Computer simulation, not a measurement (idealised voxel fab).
process module | voxel self aligned contacts
cross-section cut | 240 nm wide | cells 5 nm
A cross-section is a grid of square cells, given in bands from the top down. A band is one or more rows of cells.
Each band's line starts with the height of the band's top and of its bottom, in nm. Then come its materials from left to right, each with its width in nm. One material with "throughout" fills the band from edge to edge. "air" is empty space.
Height 0 is the level under which the wafer as received is all one material. The lowest band goes on downwards, as in "0 down".
A width such as "30 to 40" changes by the same amount from each row of cells to the next, from the band's top row to its bottom row.
"no change" after a step means that no cell of the cross-section changed.
closed voids: empty space of 8 cells or more with no open way to the top, each as width x height at its distance from the left edge, in nm
after a step's settings: what the simulator itself notes on the step
overlay nm, on a step with a mask: how far to the right of its planned place the mask lay; to the left if negative
Each pair below shows a cross-section before one step and the cross-section after it, down to the lowest band that changed. The line under each pair gives the step between them, with its settings. The pairs can come from different runs of this module on the same starting wafer, so a pair continues from the pair above only where its "before" says so.
before
  0 down: Si throughout
  closed voids: none
after
  0 to -5: SiO2 throughout
  below -5: unchanged
  closed voids: none
the step between: op OXIDIZE | depth nm 5
before: the cross-section after the pair above
after
  25 to 0: polySi throughout
  below 0: unchanged
  closed voids: none
the step between: op DIRECTIONAL_DEP | material polySi | thk nm 25
before: the cross-section after the pair above
after
  45 to 25: SiN throughout
  below 25: unchanged
  closed voids: none
the step between: op DIRECTIONAL_DEP | material SiN | thk nm 20
before: the cross-section after the pair above
after
  60 to 45: aC throughout
  below 45: unchanged
  closed voids: none
the step between: op DIRECTIONAL_DEP | material aC | thk nm 15
before: the cross-section after the pair above
after
  90 to 60: air 50 | resist 25 | air 30 | resist 25 | air 30 | resist 25 | air 55
  below 60: unchanged
  closed voids: none
the step between: op PATTERN | tone cover | mask id GATE | material resist | width nm 25 | pitch nm 55 | thk nm 30 | overlay nm 0
before: the cross-section after the pair above
after
  75 to 60: air 50 | resist 25 | air 30 | resist 25 | air 30 | resist 25 | air 55
  60 to 45: air 50 | aC 25 | air 30 | aC 25 | air 30 | aC 25 | air 55
  below 45: unchanged
  closed voids: none
the step between: op DIRECTIONAL_ETCH | etch materials aC | depth nm 15
before: the cross-section after the pair above
after
  60 to 45: air 50 | aC 25 | air 30 | aC 25 | air 30 | aC 25 | air 55
  below 45: unchanged
  closed voids: none
the step between: op STRIP | etch materials resist
before: the cross-section after the pair above
after
  60 to 45: air 50 | aC 25 | air 30 | aC 25 | air 30 | aC 25 | air 55
  45 to 25: air 50 | SiN 25 | air 30 | SiN 25 | air 30 | SiN 25 | air 55
  below 25: unchanged
  closed voids: none
the step between: op DIRECTIONAL_ETCH | etch materials SiN | depth nm 20
before: the cross-section after the pair above
after
  60 to 45: air 50 | aC 25 | air 30 | aC 25 | air 30 | aC 25 | air 55
  45 to 25: air 50 | SiN 25 | air 30 | SiN 25 | air 30 | SiN 25 | air 55
  25 to 0: air 50 | polySi 25 | air 30 | polySi 25 | air 30 | polySi 25 | air 55
  below 0: unchanged
  closed voids: none
the step between: op DIRECTIONAL_ETCH | etch materials polySi | depth nm 25
before: the cross-section after the pair above
after
  45 to 25: air 50 | SiN 25 | air 30 | SiN 25 | air 30 | SiN 25 | air 55
  below 25: unchanged
  closed voids: none
the step between: op STRIP | etch materials aC
before: the cross-section after the pair above
after
  50 to 25: air 45 | SiN 35 | air 20 | SiN 35 | air 20 | SiN 35 | air 50
  25 to 5: air 45 | SiN 5 | polySi 25 | SiN 5 | air 20 | SiN 5 | polySi 25 | SiN 5 | air 20 | SiN 5 | polySi 25 | SiN 5 | air 50
  5 to 0: SiN 50 | polySi 25 | SiN 30 | polySi 25 | SiN 30 | polySi 25 | SiN 55
  below 0: unchanged
  closed voids: none
the step between: op CONFORMAL_DEP | material SiN | thk nm 5
before: the cross-section after the pair above
after
  45 to 25: air 45 | SiN 35 | air 20 | SiN 35 | air 20 | SiN 35 | air 50
  25 to 0: air 45 | SiN 5 | polySi 25 | SiN 5 | air 20 | SiN 5 | polySi 25 | SiN 5 | air 20 | SiN 5 | polySi 25 | SiN 5 | air 50
  below 0: unchanged
  closed voids: none
the step between: op DIRECTIONAL_ETCH | etch materials SiN | depth nm 5
before: the cross-section after the pair above
after
  65 to 45: SiO2 throughout
  45 to 25: SiO2 45 | SiN 35 | SiO2 20 | SiN 35 | SiO2 20 | SiN 35 | SiO2 50
  25 to 0: SiO2 45 | SiN 5 | polySi 25 | SiN 5 | SiO2 20 | SiN 5 | polySi 25 | SiN 5 | SiO2 20 | SiN 5 | polySi 25 | SiN 5 | SiO2 50
  below 0: unchanged
  closed voids: none
the step between: op FILL_DEP | material SiO2 | thk nm 20
before: the cross-section after the pair above
after
  55 to 45: SiO2 throughout
  below 45: unchanged
  closed voids: none
the step between: op CMP | height nm 55
before: the cross-section after the pair above
after
  75 to 55: resist 70 | air 40 | resist 15 | air 40 | resist 75
  below 55: unchanged
  closed voids: none
the step between: op PATTERN | tone open | mask id CONTACT | material resist | width nm 40 | pitch nm 55 | thk nm 20 | overlay nm 0
before: the cross-section after the pair above
after
  75 to 55: resist 70 | air 40 | resist 15 | air 40 | resist 75
  55 to 45: SiO2 70 | air 40 | SiO2 15 | air 40 | SiO2 75
  45 to 25: SiO2 45 | SiN 35 | air 20 | SiN 35 | air 20 | SiN 35 | SiO2 50
  25 to 0: SiO2 45 | SiN 5 | polySi 25 | SiN 5 | air 20 | SiN 5 | polySi 25 | SiN 5 | air 20 | SiN 5 | polySi 25 | SiN 5 | SiO2 50
  0 to -5: SiO2 80 | air 20 | SiO2 35 | air 20 | SiO2 85
  below -5: unchanged
  closed voids: none
the step between: op DIRECTIONAL_ETCH | etch materials SiO2 | depth nm 60
before: the cross-section after the pair above
after
  55 to 45: SiO2 70 | air 40 | SiO2 15 | air 40 | SiO2 75
  below 45: unchanged
  closed voids: none
the step between: op STRIP | etch materials resist
before: the cross-section after the pair above
after
  60 to 55: TiN 75 | air 30 | TiN 25 | air 30 | TiN 80
  55 to 45: SiO2 70 | TiN 5 to 15 | air 30 to 10 | TiN 5 to 15 | SiO2 15 | TiN 5 to 15 | air 30 to 10 | TiN 5 to 15 | SiO2 75
  45 to 25: SiO2 45 | SiN 35 | TiN 5 | air 10 | TiN 5 | SiN 35 | TiN 5 | air 10 | TiN 5 | SiN 35 | SiO2 50
  25 to 0: SiO2 45 | SiN 5 | polySi 25 | SiN 5 | TiN 5 | air 10 | TiN 5 | SiN 5 | polySi 25 | SiN 5 | TiN 5 | air 10 | TiN 5 | SiN 5 | polySi 25 | SiN 5 | SiO2 50
  0 to -5: SiO2 80 | TiN 20 | SiO2 35 | TiN 20 | SiO2 85
  below -5: unchanged
  closed voids: none
the step between: op CONFORMAL_DEP | material TiN | thk nm 5
before: the cross-section after the pair above
after
  65 to 60: W throughout
  60 to 55: TiN 75 | W 30 | TiN 25 | W 30 | TiN 80
  55 to 45: SiO2 70 | TiN 5 to 15 | W 30 to 10 | TiN 5 to 15 | SiO2 15 | TiN 5 to 15 | W 30 to 10 | TiN 5 to 15 | SiO2 75
  45 to 25: SiO2 45 | SiN 35 | TiN 5 | W 10 | TiN 5 | SiN 35 | TiN 5 | W 10 | TiN 5 | SiN 35 | SiO2 50
  25 to 0: SiO2 45 | SiN 5 | polySi 25 | SiN 5 | TiN 5 | W 10 | TiN 5 | SiN 5 | polySi 25 | SiN 5 | TiN 5 | W 10 | TiN 5 | SiN 5 | polySi 25 | SiN 5 | SiO2 50
  below 0: unchanged
  closed voids: none
the step between: op FILL_DEP | material W | thk nm 5
before: the cross-section after the pair above
after
  55 to 45: SiO2 70 | TiN 5 to 15 | W 30 to 10 | TiN 5 to 15 | SiO2 15 | TiN 5 to 15 | W 30 to 10 | TiN 5 to 15 | SiO2 75
  below 45: unchanged
  closed voids: none
the step between: op CMP | height nm 55
before: the cross-section after the pair above
after
  60 to 55: SiCN throughout
  below 55: unchanged
  closed voids: none
the step between: op CONFORMAL_DEP | material SiCN | thk nm 5
before
  0 down: Si throughout
  closed voids: none
after
  25 to 0: polySi throughout
  below 0: unchanged
  closed voids: none
the step between: op DIRECTIONAL_DEP | material polySi | thk nm 25
before: the cross-section after the pair above
after
  45 to 25: SiN throughout
  below 25: unchanged
  closed voids: none
the step between: op DIRECTIONAL_DEP | material SiN | thk nm 20
before: the cross-section after the pair above
after
  60 to 45: aC throughout
  below 45: unchanged
  closed voids: none
the step between: op DIRECTIONAL_DEP | material aC | thk nm 15
before: the cross-section after the pair above
after
  90 to 60: air 50 | resist 25 | air 30 | resist 25 | air 30 | resist 25 | air 55
  below 60: unchanged
  closed voids: none
the step between: op PATTERN | tone cover | mask id GATE | material resist | width nm 25 | pitch nm 55 | thk nm 30 | overlay nm 0
before: the cross-section after the pair above
after
  75 to 60: air 50 | resist 25 | air 30 | resist 25 | air 30 | resist 25 | air 55
  60 to 45: air 50 | aC 25 | air 30 | aC 25 | air 30 | aC 25 | air 55
  below 45: unchanged
  closed voids: none
the step between: op DIRECTIONAL_ETCH | etch materials aC | depth nm 15
before: the cross-section after the pair above
after
  60 to 45: air 50 | aC 25 | air 30 | aC 25 | air 30 | aC 25 | air 55
  below 45: unchanged
  closed voids: none
the step between: op STRIP | etch materials resist
before: the cross-section after the pair above
after
  60 to 45: air 50 | aC 25 | air 30 | aC 25 | air 30 | aC 25 | air 55
  45 to 25: air 50 | SiN 25 | air 30 | SiN 25 | air 30 | SiN 25 | air 55
  below 25: unchanged
  closed voids: none
the step between: op DIRECTIONAL_ETCH | etch materials SiN | depth nm 20
before: the cross-section after the pair above
after
  60 to 45: air 50 | aC 25 | air 30 | aC 25 | air 30 | aC 25 | air 55
  45 to 25: air 50 | SiN 25 | air 30 | SiN 25 | air 30 | SiN 25 | air 55
  25 to 0: air 50 | polySi 25 | air 30 | polySi 25 | air 30 | polySi 25 | air 55
  below 0: unchanged
  closed voids: none
the step between: op DIRECTIONAL_ETCH | etch materials polySi | depth nm 25
before: the cross-section after the pair above
after
  45 to 25: air 50 | SiN 25 | air 30 | SiN 25 | air 30 | SiN 25 | air 55
  below 25: unchanged
  closed voids: none
the step between: op STRIP | etch materials aC
before: the cross-section after the pair above
after
  50 to 25: air 45 | SiN 35 | air 20 | SiN 35 | air 20 | SiN 35 | air 50
  25 to 5: air 45 | SiN 5 | polySi 25 | SiN 5 | air 20 | SiN 5 | polySi 25 | SiN 5 | air 20 | SiN 5 | polySi 25 | SiN 5 | air 50
  5 to 0: SiN 50 | polySi 25 | SiN 30 | polySi 25 | SiN 30 | polySi 25 | SiN 55
  below 0: unchanged
  closed voids: none
the step between: op CONFORMAL_DEP | material SiN | thk nm 5
before: the cross-section after the pair above
after
  45 to 25: air 45 | SiN 35 | air 20 | SiN 35 | air 20 | SiN 35 | air 50
  25 to 0: air 45 | SiN 5 | polySi 25 | SiN 5 | air 20 | SiN 5 | polySi 25 | SiN 5 | air 20 | SiN 5 | polySi 25 | SiN 5 | air 50
  below 0: unchanged
  closed voids: none
the step between: op DIRECTIONAL_ETCH | etch materials SiN | depth nm 5
before: the cross-section after the pair above
after
  65 to 45: SiO2 throughout
  45 to 25: SiO2 45 | SiN 35 | SiO2 20 | SiN 35 | SiO2 20 | SiN 35 | SiO2 50
  25 to 0: SiO2 45 | SiN 5 | polySi 25 | SiN 5 | SiO2 20 | SiN 5 | polySi 25 | SiN 5 | SiO2 20 | SiN 5 | polySi 25 | SiN 5 | SiO2 50
  below 0: unchanged
  closed voids: none
the step between: op FILL_DEP | material SiO2 | thk nm 20
before: the cross-section after the pair above
after
  55 to 45: SiO2 throughout
  below 45: unchanged
  closed voids: none
the step between: op CMP | height nm 55
before: the cross-section after the pair above
after
  75 to 55: resist 70 | air 40 | resist 15 | air 40 | resist 75
  below 55: unchanged
  closed voids: none
the step between: op PATTERN | tone open | mask id CONTACT | material resist | width nm 40 | pitch nm 55 | thk nm 20 | overlay nm 0
before: the cross-section after the pair above
after
  75 to 55: resist 70 | air 40 | resist 15 | air 40 | resist 75
  55 to 45: SiO2 70 | air 40 | SiO2 15 | air 40 | SiO2 75
  45 to 25: SiO2 45 | SiN 35 | air 20 | SiN 35 | air 20 | SiN 35 | SiO2 50
  25 to 0: SiO2 45 | SiN 5 | polySi 25 | SiN 5 | air 20 | SiN 5 | polySi 25 | SiN 5 | air 20 | SiN 5 | polySi 25 | SiN 5 | SiO2 50
  below 0: unchanged
  closed voids: none
the step between: op DIRECTIONAL_ETCH | etch materials SiO2 | depth nm 60
before: the cross-section after the pair above
after
  55 to 45: SiO2 70 | air 40 | SiO2 15 | air 40 | SiO2 75
  below 45: unchanged
  closed voids: none
the step between: op STRIP | etch materials resist
before: the cross-section after the pair above
after
  60 to 55: TiN 75 | air 30 | TiN 25 | air 30 | TiN 80
  55 to 45: SiO2 70 | TiN 5 to 15 | air 30 to 10 | TiN 5 to 15 | SiO2 15 | TiN 5 to 15 | air 30 to 10 | TiN 5 to 15 | SiO2 75
  45 to 25: SiO2 45 | SiN 35 | TiN 5 | air 10 | TiN 5 | SiN 35 | TiN 5 | air 10 | TiN 5 | SiN 35 | SiO2 50
  25 to 5: SiO2 45 | SiN 5 | polySi 25 | SiN 5 | TiN 5 | air 10 | TiN 5 | SiN 5 | polySi 25 | SiN 5 | TiN 5 | air 10 | TiN 5 | SiN 5 | polySi 25 | SiN 5 | SiO2 50
  5 to 0: SiO2 45 | SiN 5 | polySi 25 | SiN 5 | TiN 20 | SiN 5 | polySi 25 | SiN 5 | TiN 20 | SiN 5 | polySi 25 | SiN 5 | SiO2 50
  below 0: unchanged
  closed voids: none
the step between: op CONFORMAL_DEP | material TiN | thk nm 5
before: the cross-section after the pair above
after
  65 to 60: W throughout
  60 to 55: TiN 75 | W 30 | TiN 25 | W 30 | TiN 80
  55 to 45: SiO2 70 | TiN 5 to 15 | W 30 to 10 | TiN 5 to 15 | SiO2 15 | TiN 5 to 15 | W 30 to 10 | TiN 5 to 15 | SiO2 75
  45 to 25: SiO2 45 | SiN 35 | TiN 5 | W 10 | TiN 5 | SiN 35 | TiN 5 | W 10 | TiN 5 | SiN 35 | SiO2 50
  25 to 5: SiO2 45 | SiN 5 | polySi 25 | SiN 5 | TiN 5 | W 10 | TiN 5 | SiN 5 | polySi 25 | SiN 5 | TiN 5 | W 10 | TiN 5 | SiN 5 | polySi 25 | SiN 5 | SiO2 50
  below 5: unchanged
  closed voids: none
the step between: op FILL_DEP | material W | thk nm 5
before: the cross-section after the pair above
after
  55 to 45: SiO2 70 | TiN 5 to 15 | W 30 to 10 | TiN 5 to 15 | SiO2 15 | TiN 5 to 15 | W 30 to 10 | TiN 5 to 15 | SiO2 75
  below 45: unchanged
  closed voids: none
the step between: op CMP | height nm 55
before: the cross-section after the pair above
after
  60 to 55: SiCN throughout
  below 55: unchanged
  closed voids: none
the step between: op CONFORMAL_DEP | material SiCN | thk nm 5
before
  25 to 0: polySi throughout
  0 to -5: SiO2 throughout
  -5 down: Si throughout
  closed voids: none
after
  50 to 0: polySi throughout
  below 0: unchanged
  closed voids: none
the step between: op DIRECTIONAL_DEP | material polySi | thk nm 25
before: the cross-section after the pair above
after
  70 to 50: SiN throughout
  below 50: unchanged
  closed voids: none
the step between: op DIRECTIONAL_DEP | material SiN | thk nm 20
before: the cross-section after the pair above
after
  85 to 70: aC throughout
  below 70: unchanged
  closed voids: none
the step between: op DIRECTIONAL_DEP | material aC | thk nm 15
before: the cross-section after the pair above
after
  115 to 85: air 50 | resist 25 | air 30 | resist 25 | air 30 | resist 25 | air 55
  below 85: unchanged
  closed voids: none
the step between: op PATTERN | tone cover | mask id GATE | material resist | width nm 25 | pitch nm 55 | thk nm 30 | overlay nm 0
before: the cross-section after the pair above
after
  100 to 85: air 50 | resist 25 | air 30 | resist 25 | air 30 | resist 25 | air 55
  85 to 70: air 50 | aC 25 | air 30 | aC 25 | air 30 | aC 25 | air 55
  below 70: unchanged
  closed voids: none
the step between: op DIRECTIONAL_ETCH | etch materials aC | depth nm 15
before: the cross-section after the pair above
after
  85 to 70: air 50 | aC 25 | air 30 | aC 25 | air 30 | aC 25 | air 55
  below 70: unchanged
  closed voids: none
the step between: op STRIP | etch materials resist
before: the cross-section after the pair above
after
  85 to 70: air 50 | aC 25 | air 30 | aC 25 | air 30 | aC 25 | air 55
  70 to 50: air 50 | SiN 25 | air 30 | SiN 25 | air 30 | SiN 25 | air 55
  below 50: unchanged
  closed voids: none
the step between: op DIRECTIONAL_ETCH | etch materials SiN | depth nm 20
before: the cross-section after the pair above
after
  85 to 70: air 50 | aC 25 | air 30 | aC 25 | air 30 | aC 25 | air 55
  70 to 50: air 50 | SiN 25 | air 30 | SiN 25 | air 30 | SiN 25 | air 55
  50 to 25: air 50 | polySi 25 | air 30 | polySi 25 | air 30 | polySi 25 | air 55
  below 25: unchanged
  closed voids: none
the step between: op DIRECTIONAL_ETCH | etch materials polySi | depth nm 25
before: the cross-section after the pair above
after
  70 to 50: air 50 | SiN 25 | air 30 | SiN 25 | air 30 | SiN 25 | air 55
  below 50: unchanged
  closed voids: none
the step between: op STRIP | etch materials aC
before: the cross-section after the pair above
after
  75 to 50: air 45 | SiN 35 | air 20 | SiN 35 | air 20 | SiN 35 | air 50
  50 to 30: air 45 | SiN 5 | polySi 25 | SiN 5 | air 20 | SiN 5 | polySi 25 | SiN 5 | air 20 | SiN 5 | polySi 25 | SiN 5 | air 50
  30 to 25: SiN 50 | polySi 25 | SiN 30 | polySi 25 | SiN 30 | polySi 25 | SiN 55
  below 25: unchanged
  closed voids: none
the step between: op CONFORMAL_DEP | material SiN | thk nm 5
before: the cross-section after the pair above
after
  70 to 50: air 45 | SiN 35 | air 20 | SiN 35 | air 20 | SiN 35 | air 50
  50 to 25: air 45 | SiN 5 | polySi 25 | SiN 5 | air 20 | SiN 5 | polySi 25 | SiN 5 | air 20 | SiN 5 | polySi 25 | SiN 5 | air 50
  below 25: unchanged
  closed voids: none
the step between: op DIRECTIONAL_ETCH | etch materials SiN | depth nm 5
before: the cross-section after the pair above
after
  90 to 70: SiO2 throughout
  70 to 50: SiO2 45 | SiN 35 | SiO2 20 | SiN 35 | SiO2 20 | SiN 35 | SiO2 50
  50 to 25: SiO2 45 | SiN 5 | polySi 25 | SiN 5 | SiO2 20 | SiN 5 | polySi 25 | SiN 5 | SiO2 20 | SiN 5 | polySi 25 | SiN 5 | SiO2 50
  below 25: unchanged
  closed voids: none
the step between: op FILL_DEP | material SiO2 | thk nm 20
before: the cross-section after the pair above
after
  55 to 50: SiO2 45 | SiN 35 | SiO2 20 | SiN 35 | SiO2 20 | SiN 35 | SiO2 50
  below 50: unchanged
  closed voids: none
the step between: op CMP | height nm 55
before: the cross-section after the pair above
after
  75 to 55: resist 70 | air 40 | resist 15 | air 40 | resist 75
  below 55: unchanged
  closed voids: none
the step between: op PATTERN | tone open | mask id CONTACT | material resist | width nm 40 | pitch nm 55 | thk nm 20 | overlay nm 0
before: the cross-section after the pair above
after
  75 to 55: resist 70 | air 40 | resist 15 | air 40 | resist 75
  55 to 50: SiO2 45 | SiN 35 | air 20 | SiN 35 | air 20 | SiN 35 | SiO2 50
  50 to 25: SiO2 45 | SiN 5 | polySi 25 | SiN 5 | air 20 | SiN 5 | polySi 25 | SiN 5 | air 20 | SiN 5 | polySi 25 | SiN 5 | SiO2 50
  below 25: unchanged
  closed voids: none
the step between: op DIRECTIONAL_ETCH | etch materials SiO2 | depth nm 60
before: the cross-section after the pair above
after
  55 to 50: SiO2 45 | SiN 35 | air 20 | SiN 35 | air 20 | SiN 35 | SiO2 50
  below 50: unchanged
  closed voids: none
the step between: op STRIP | etch materials resist
before: the cross-section after the pair above
after
  60 to 55: TiN 85 | air 10 | TiN 45 | air 10 | TiN 90
  55 to 50: SiO2 45 | SiN 35 | TiN 5 | air 10 | TiN 5 | SiN 35 | TiN 5 | air 10 | TiN 5 | SiN 35 | SiO2 50
  50 to 30: SiO2 45 | SiN 5 | polySi 25 | SiN 5 | TiN 5 | air 10 | TiN 5 | SiN 5 | polySi 25 | SiN 5 | TiN 5 | air 10 | TiN 5 | SiN 5 | polySi 25 | SiN 5 | SiO2 50
  30 to 25: SiO2 45 | SiN 5 | polySi 25 | SiN 5 | TiN 20 | SiN 5 | polySi 25 | SiN 5 | TiN 20 | SiN 5 | polySi 25 | SiN 5 | SiO2 50
  below 25: unchanged
  closed voids: none
the step between: op CONFORMAL_DEP | material TiN | thk nm 5
before: the cross-section after the pair above
after
  65 to 60: W throughout
  60 to 55: TiN 85 | W 10 | TiN 45 | W 10 | TiN 90
  55 to 50: SiO2 45 | SiN 35 | TiN 5 | W 10 | TiN 5 | SiN 35 | TiN 5 | W 10 | TiN 5 | SiN 35 | SiO2 50
  50 to 30: SiO2 45 | SiN 5 | polySi 25 | SiN 5 | TiN 5 | W 10 | TiN 5 | SiN 5 | polySi 25 | SiN 5 | TiN 5 | W 10 | TiN 5 | SiN 5 | polySi 25 | SiN 5 | SiO2 50
  below 30: unchanged
  closed voids: none
the step between: op FILL_DEP | material W | thk nm 5
before: the cross-section after the pair above
after
  55 to 50: SiO2 45 | SiN 35 | TiN 5 | W 10 | TiN 5 | SiN 35 | TiN 5 | W 10 | TiN 5 | SiN 35 | SiO2 50
  below 50: unchanged
  closed voids: none
the step between: op CMP | height nm 55
before: the cross-section after the pair above
after
  60 to 55: SiCN throughout
  below 55: unchanged
  closed voids: none
the step between: op CONFORMAL_DEP | material SiCN | thk nm 5
before
  45 to 25: air 50 | SiN 25 | air 30 | SiN 25 | air 30 | SiN 25 | air 55
  25 to 0: air 50 | polySi 25 | air 30 | polySi 25 | air 30 | polySi 25 | air 55
  0 to -5: SiO2 throughout
  -5 down: Si throughout
  closed voids: none
after
  40 to 25: air 50 | SiN 25 | air 30 | SiN 25 | air 30 | SiN 25 | air 55
  below 25: unchanged
  closed voids: none
the step between: op DIRECTIONAL_ETCH | etch materials SiN | depth nm 5
before: the cross-section after the pair above
after
  45 to 25: air 45 | SiN 35 | air 20 | SiN 35 | air 20 | SiN 35 | air 50
  25 to 5: air 45 | SiN 5 | polySi 25 | SiN 5 | air 20 | SiN 5 | polySi 25 | SiN 5 | air 20 | SiN 5 | polySi 25 | SiN 5 | air 50
  5 to 0: SiN 50 | polySi 25 | SiN 30 | polySi 25 | SiN 30 | polySi 25 | SiN 55
  below 0: unchanged
  closed voids: none
the step between: op CONFORMAL_DEP | material SiN | thk nm 5
before: the cross-section after the pair above
after
  65 to 45: SiO2 throughout
  45 to 25: SiO2 45 | SiN 35 | SiO2 20 | SiN 35 | SiO2 20 | SiN 35 | SiO2 50
  25 to 5: SiO2 45 | SiN 5 | polySi 25 | SiN 5 | SiO2 20 | SiN 5 | polySi 25 | SiN 5 | SiO2 20 | SiN 5 | polySi 25 | SiN 5 | SiO2 50
  below 5: unchanged
  closed voids: none
the step between: op FILL_DEP | material SiO2 | thk nm 20
before: the cross-section after the pair above
after
  55 to 45: SiO2 throughout
  below 45: unchanged
  closed voids: none
the step between: op CMP | height nm 55
before: the cross-section after the pair above
after
  75 to 55: resist 70 | air 40 | resist 15 | air 40 | resist 75
  below 55: unchanged
  closed voids: none
the step between: op PATTERN | tone open | mask id CONTACT | material resist | width nm 40 | pitch nm 55 | thk nm 20 | overlay nm 0
before: the cross-section after the pair above
after
  75 to 55: resist 70 | air 40 | resist 15 | air 40 | resist 75
  55 to 45: SiO2 70 | air 40 | SiO2 15 | air 40 | SiO2 75
  45 to 25: SiO2 45 | SiN 35 | air 20 | SiN 35 | air 20 | SiN 35 | SiO2 50
  25 to 5: SiO2 45 | SiN 5 | polySi 25 | SiN 5 | air 20 | SiN 5 | polySi 25 | SiN 5 | air 20 | SiN 5 | polySi 25 | SiN 5 | SiO2 50
  below 5: unchanged
  closed voids: none
the step between: op DIRECTIONAL_ETCH | etch materials SiO2 | depth nm 60
before: the cross-section after the pair above
after
  55 to 45: SiO2 70 | air 40 | SiO2 15 | air 40 | SiO2 75
  below 45: unchanged
  closed voids: none
the step between: op STRIP | etch materials resist
before: the cross-section after the pair above
after
  60 to 55: TiN 75 | air 30 | TiN 25 | air 30 | TiN 80
  55 to 45: SiO2 70 | TiN 5 to 15 | air 30 to 10 | TiN 5 to 15 | SiO2 15 | TiN 5 to 15 | air 30 to 10 | TiN 5 to 15 | SiO2 75
  45 to 25: SiO2 45 | SiN 35 | TiN 5 | air 10 | TiN 5 | SiN 35 | TiN 5 | air 10 | TiN 5 | SiN 35 | SiO2 50
  25 to 10: SiO2 45 | SiN 5 | polySi 25 | SiN 5 | TiN 5 | air 10 | TiN 5 | SiN 5 | polySi 25 | SiN 5 | TiN 5 | air 10 | TiN 5 | SiN 5 | polySi 25 | SiN 5 | SiO2 50
  10 to 5: SiO2 45 | SiN 5 | polySi 25 | SiN 5 | TiN 20 | SiN 5 | polySi 25 | SiN 5 | TiN 20 | SiN 5 | polySi 25 | SiN 5 | SiO2 50
  below 5: unchanged
  closed voids: none
the step between: op CONFORMAL_DEP | material TiN | thk nm 5
before: the cross-section after the pair above
after
  65 to 60: W throughout
  60 to 55: TiN 75 | W 30 | TiN 25 | W 30 | TiN 80
  55 to 45: SiO2 70 | TiN 5 to 15 | W 30 to 10 | TiN 5 to 15 | SiO2 15 | TiN 5 to 15 | W 30 to 10 | TiN 5 to 15 | SiO2 75
  45 to 25: SiO2 45 | SiN 35 | TiN 5 | W 10 | TiN 5 | SiN 35 | TiN 5 | W 10 | TiN 5 | SiN 35 | SiO2 50
  25 to 10: SiO2 45 | SiN 5 | polySi 25 | SiN 5 | TiN 5 | W 10 | TiN 5 | SiN 5 | polySi 25 | SiN 5 | TiN 5 | W 10 | TiN 5 | SiN 5 | polySi 25 | SiN 5 | SiO2 50
  below 10: unchanged
  closed voids: none
the step between: op FILL_DEP | material W | thk nm 5
before: the cross-section after the pair above
after
  55 to 45: SiO2 70 | TiN 5 to 15 | W 30 to 10 | TiN 5 to 15 | SiO2 15 | TiN 5 to 15 | W 30 to 10 | TiN 5 to 15 | SiO2 75
  below 45: unchanged
  closed voids: none
the step between: op CMP | height nm 55
before: the cross-section after the pair above
after
  60 to 55: SiCN throughout
  below 55: unchanged
  closed voids: none
the step between: op CONFORMAL_DEP | material SiCN | thk nm 5
before
  65 to 45: SiO2 throughout
  45 to 25: SiO2 45 | SiN 35 | SiO2 20 | SiN 35 | SiO2 20 | SiN 35 | SiO2 50
  25 to 0: SiO2 45 | SiN 5 | polySi 25 | SiN 5 | SiO2 20 | SiN 5 | polySi 25 | SiN 5 | SiO2 20 | SiN 5 | polySi 25 | SiN 5 | SiO2 50
  0 to -5: SiO2 throughout
  -5 down: Si throughout
  closed voids: none
after
  50 to 45: SiO2 throughout
  below 45: unchanged
  closed voids: none
the step between: op CMP | height nm 50
before: the cross-section after the pair above
after
  70 to 50: resist 70 | air 40 | resist 15 | air 40 | resist 75
  below 50: unchanged
  closed voids: none
the step between: op PATTERN | tone open | mask id CONTACT | material resist | width nm 40 | pitch nm 55 | thk nm 20 | overlay nm 0
before: the cross-section after the pair above
after
  70 to 50: resist 70 | air 40 | resist 15 | air 40 | resist 75
  50 to 45: SiO2 70 | air 40 | SiO2 15 | air 40 | SiO2 75
  45 to 25: SiO2 45 | SiN 35 | air 20 | SiN 35 | air 20 | SiN 35 | SiO2 50
  25 to 0: SiO2 45 | SiN 5 | polySi 25 | SiN 5 | air 20 | SiN 5 | polySi 25 | SiN 5 | air 20 | SiN 5 | polySi 25 | SiN 5 | SiO2 50
  0 to -5: SiO2 80 | air 20 | SiO2 35 | air 20 | SiO2 85
  below -5: unchanged
  closed voids: none
the step between: op DIRECTIONAL_ETCH | etch materials SiO2 | depth nm 60
before: the cross-section after the pair above
after
  50 to 45: SiO2 70 | air 40 | SiO2 15 | air 40 | SiO2 75
  below 45: unchanged
  closed voids: none
the step between: op STRIP | etch materials resist
before: the cross-section after the pair above
after
  55 to 50: TiN 75 | air 30 | TiN 25 | air 30 | TiN 80
  50 to 45: SiO2 70 | TiN 15 | air 10 | TiN 15 | SiO2 15 | TiN 15 | air 10 | TiN 15 | SiO2 75
  45 to 25: SiO2 45 | SiN 35 | TiN 5 | air 10 | TiN 5 | SiN 35 | TiN 5 | air 10 | TiN 5 | SiN 35 | SiO2 50
  25 to 0: SiO2 45 | SiN 5 | polySi 25 | SiN 5 | TiN 5 | air 10 | TiN 5 | SiN 5 | polySi 25 | SiN 5 | TiN 5 | air 10 | TiN 5 | SiN 5 | polySi 25 | SiN 5 | SiO2 50
  0 to -5: SiO2 80 | TiN 20 | SiO2 35 | TiN 20 | SiO2 85
  below -5: unchanged
  closed voids: none
the step between: op CONFORMAL_DEP | material TiN | thk nm 5
before: the cross-section after the pair above
after
  60 to 55: W throughout
  55 to 50: TiN 75 | W 30 | TiN 25 | W 30 | TiN 80
  50 to 45: SiO2 70 | TiN 15 | W 10 | TiN 15 | SiO2 15 | TiN 15 | W 10 | TiN 15 | SiO2 75
  45 to 25: SiO2 45 | SiN 35 | TiN 5 | W 10 | TiN 5 | SiN 35 | TiN 5 | W 10 | TiN 5 | SiN 35 | SiO2 50
  25 to 0: SiO2 45 | SiN 5 | polySi 25 | SiN 5 | TiN 5 | W 10 | TiN 5 | SiN 5 | polySi 25 | SiN 5 | TiN 5 | W 10 | TiN 5 | SiN 5 | polySi 25 | SiN 5 | SiO2 50
  below 0: unchanged
  closed voids: none
the step between: op FILL_DEP | material W | thk nm 5
before: the cross-section after the pair above
after
  55 to 50: TiN 75 | W 30 | TiN 25 | W 30 | TiN 80
  below 50: unchanged
  closed voids: none
the step between: op CMP | height nm 55
before: the cross-section after the pair above
after
  60 to 55: SiCN throughout
  below 55: unchanged
  closed voids: none
the step between: op CONFORMAL_DEP | material SiCN | thk nm 5
before
  55 to 45: SiO2 throughout
  45 to 25: SiO2 45 | SiN 35 | SiO2 20 | SiN 35 | SiO2 20 | SiN 35 | SiO2 50
  25 to 0: SiO2 45 | SiN 5 | polySi 25 | SiN 5 | SiO2 20 | SiN 5 | polySi 25 | SiN 5 | SiO2 20 | SiN 5 | polySi 25 | SiN 5 | SiO2 50
  0 to -5: SiO2 throughout
  -5 down: Si throughout
  closed voids: none
after
  75 to 55: resist 75 | air 30 | resist 25 | air 30 | resist 80
  below 55: unchanged
  closed voids: none
the step between: op PATTERN | tone open | mask id CONTACT | material resist | width nm 30 | pitch nm 55 | thk nm 20 | overlay nm 0
